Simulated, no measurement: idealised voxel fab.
The process module that follows is named voxel transistor to metal.
In the cross-section labelled cut, the width is 155 nm and each square cell is 5 nm.
If you're reading a cross-section in this doc, picture square cells in a grid; it comes to you as bands, top ones listed first down to the bottom, and a band can be one or more rows of cells. For a band, the entry starts with two heights in nm, that of the top and then that of the bottom, and carries on with the band's materials in order from left to right, each alongside its width in nm; the word "throughout" beside a single material means it fills the band edge to edge, and "blank" means empty space. Height 0 is the level under which the wafer as received is all one material. The lowest band goes on downwards, as in "from 0 down". The width entry "30 to 40" should be interpreted row by row: the top row of cells in the band takes the first number, the bottom row takes the second number, and the change between adjacent rows is uniform throughout. Where a step carries "no alteration", the cross-section came out of it unchanged, cell for cell. Closed void roster: empty space of 8 cells or more with no open way to the top, each as width x height at its distance from the left edge, in nm. That trailing text on a step's line, after the settings, is the simulator's own remark on the step. "overlay nm" on a masked step: distance the mask lay right of its planned place, negative for left.

SO HERE'S THE LINEUP OF PROCESS STEPS WE PLANNED
- 1: RECEIVE [material Si]
- 2: OXIDIZE [depth nm 5]
- 3: CONFORMAL_DEP [material SiN] [thk nm 10]
- 4: MASKED_ETCH [tone cover] [mask id ACTIVE] [width nm 105] [etch materials SiN] [depth nm 10] [overlay nm 0]
- 5: MASKED_ETCH [tone cover] [mask id ACTIVE] [width nm 105] [etch materials SiO2] [depth nm 5] [overlay nm 0]
- 6: MASKED_ETCH [tone cover] [mask id ACTIVE] [width nm 105] [etch materials Si] [depth nm 25] [overlay nm 0]
- 7: OXIDIZE [depth nm 5]
- 8: FILL_DEP [material SiO2] [thk nm 5]
- 9: CMP [height nm 10]
- 10: SELECTIVE_ETCH [etch materials SiO2] [depth nm 10]
- 11: STRIP [etch materials SiN]
- 12: SELECTIVE_ETCH [etch materials SiO2] [depth nm 5]
- 13: OXIDIZE [depth nm 5]
- 14: DIRECTIONAL_DEP [material polySi] [thk nm 30]
- 15: DIRECTIONAL_DEP [material SiCN] [thk nm 15]
- 16: DIRECTIONAL_DEP [material aC] [thk nm 15]
- 17: PATTERN [tone cover] [mask id GATE] [material resist] [width nm 25] [thk nm 30] [overlay nm 0]
- 18: DIRECTIONAL_ETCH [etch materials aC] [depth nm 15]
- 19: STRIP [etch materials resist]
- 20: DIRECTIONAL_ETCH [etch materials SiCN] [depth nm 25]
- 21: DIRECTIONAL_ETCH [etch materials polySi] [depth nm 40]
- 22: STRIP [etch materials aC]
- 23: CONFORMAL_DEP [material SiO2] [thk nm 5]
- 24: DIRECTIONAL_ETCH [etch materials SiO2] [depth nm 5]
- 25: CONFORMAL_DEP [material SiN] [thk nm 5]
- 26: DIRECTIONAL_ETCH [etch materials SiN] [depth nm 5]
- 27: DIRECTIONAL_ETCH [etch materials SiO2] [depth nm 5]
- 28: EPI [material nSi] [thk nm 5]
- 29: FILL_DEP [material SiO2] [thk nm 10]
- 30: CMP [height nm 25]
- 31: STRIP [etch materials polySi]
- 32: SELECTIVE_ETCH [etch materials SiO2] [depth nm 5]
- 33: CONFORMAL_DEP [material HfO2] [thk nm 5]
- 34: CONFORMAL_DEP [material TiN] [thk nm 5]
- 35: FILL_DEP [material W] [thk nm 5]
- 36: CMP [height nm 20]
- 37: DIRECTIONAL_DEP [material SiO2] [thk nm 15]
- 38: DIRECTIONAL_DEP [material aC] [thk nm 15]
- 39: PATTERN [tone open] [mask id CONTACT] [material resist] [width nm 20] [pitch nm 75] [thk nm 35] [overlay nm 0]
- 40: DIRECTIONAL_ETCH [etch materials aC] [depth nm 15]
- 41: STRIP [etch materials resist]
- 42: DIRECTIONAL_ETCH [etch materials SiO2] [depth nm 40]
- 43: STRIP [etch materials aC]
- 44: CONFORMAL_DEP [material TiN] [thk nm 5]
- 45: FILL_DEP [material W] [thk nm 5]
- 46: CMP [height nm 35]
- 47: CONFORMAL_DEP [material SiCN] [thk nm 5]
- 48: DIRECTIONAL_DEP [material lowk] [thk nm 25]
- 49: PATTERN [tone open] [mask id METAL_1] [material resist] [width nm 20] [pitch nm 75] [thk nm 20] [overlay nm 0]
- 50: DIRECTIONAL_ETCH [etch materials lowk] [depth nm 25]
- 51: DIRECTIONAL_ETCH [etch materials SiCN] [depth nm 5]
- 52: STRIP [etch materials resist]
- 53: CONFORMAL_DEP [material TiN] [thk nm 5]
- 54: FILL_DEP [material Ru] [thk nm 5]
- 55: CMP [height nm 65]
- 56: EPI [material Ru] [thk nm 5]
- 57: FILL_DEP [material SiCN] [thk nm 5]
- 58: DIRECTIONAL_DEP [material SiO2] [thk nm 30]
- 59: PATTERN [tone open] [mask id METAL_2_HOLES] [material resist] [width nm 15] [pitch nm 75] [thk nm 15] [overlay nm 0]
- 60: DIRECTIONAL_ETCH [etch materials SiO2] [depth nm 30]
- 61: STRIP [etch materials resist]
- 62: DIRECTIONAL_DEP [material aC] [thk nm 10]
- 63: PATTERN [tone open] [mask id METAL_2] [material resist] [width nm 20] [pitch nm 75] [thk nm 25] [overlay nm 0]
- 64: DIRECTIONAL_ETCH [etch materials aC] [depth nm 10]
- 65: STRIP [etch materials resist]
- 66: DIRECTIONAL_ETCH [etch materials SiO2] [depth nm 15]
- 67: DIRECTIONAL_ETCH [etch materials SiCN] [depth nm 5]
- 68: STRIP [etch materials aC]
- 69: CONFORMAL_DEP [material TiN] [thk nm 5]
- 70: FILL_DEP [material Cu] [thk nm 10]
- 71: CMP [height nm 105]
- 72: CONFORMAL_DEP [material SiCN] [thk nm 5]

AS RECEIVED (POST STEP 1): CROSS-SECTION
> from 0 down  Si throughout
> Closed void roster: none

HERE'S THE WAFER CUT IN CROSS-SECTION AFTER THE MODULE, STARTED AND PLANNED JUST LIKE ABOVE, EXCEPT ONE THING WAS DONE WRONG IN THE RUN
> from 110 to 105  SiCN throughout
> from 105 to 95  SiO2=30, TiN=5, Cu=10, TiN=5, SiO2=55, TiN=5, Cu=10, TiN=5, SiO2=30
> from 95 to 90  SiO2=30, TiN=5, Cu=5, TiN=10, SiO2=55, TiN=5, Cu=5, TiN=10, SiO2=30
> from 90 to 75  SiO2=30, TiN=5, Cu=5, TiN=5, SiO2=60, TiN=5, Cu=5, TiN=5, SiO2=35
> from 75 to 70  SiCN=30, TiN=15, SiCN=60, TiN=15, SiCN=35
> from 70 to 65  SiCN=25, Ru=30, SiCN=45, Ru=30, SiCN=25
> from 65 to 40  lowk=30, TiN=5, Ru=10, TiN=5, lowk=55, TiN=5, Ru=10, TiN=5, lowk=30
> from 40 to 35  SiCN=30, TiN=20, SiCN=55, TiN=20, SiCN=30
> from 35 to 20  SiO2=30, TiN=5, W=10, TiN=5, SiO2=55, TiN=5, W=10, TiN=5, SiO2=30
> from 20 to 0  SiO2=30, TiN=5, W=10, TiN=5, SiO2=10, SiN=5, HfO2=5, TiN=5, W=5, TiN=5, HfO2=5, SiN=5, SiO2=10, TiN=5, W=10, TiN=5, SiO2=30
> from 0 to -5  SiO2=30, TiN=20, SiO2=10, SiN=5, HfO2=5, TiN=15, HfO2=5, SiN=5, SiO2=10, TiN=20, SiO2=30
> from -5 to -10  SiO2=25, nSi=35, SiN=5, HfO2=25, SiN=5, nSi=35, SiO2=25
> from -10 to -15  SiO2=25, nSi=5, Si=95, nSi=5, SiO2=25
> from -15 to -35  SiO2=30, Si=95, SiO2=30
> from -35 down  Si throughout
> Closed void roster: none
Finding, execution versus plan: step 23 of the plan was bypassed and not carried out
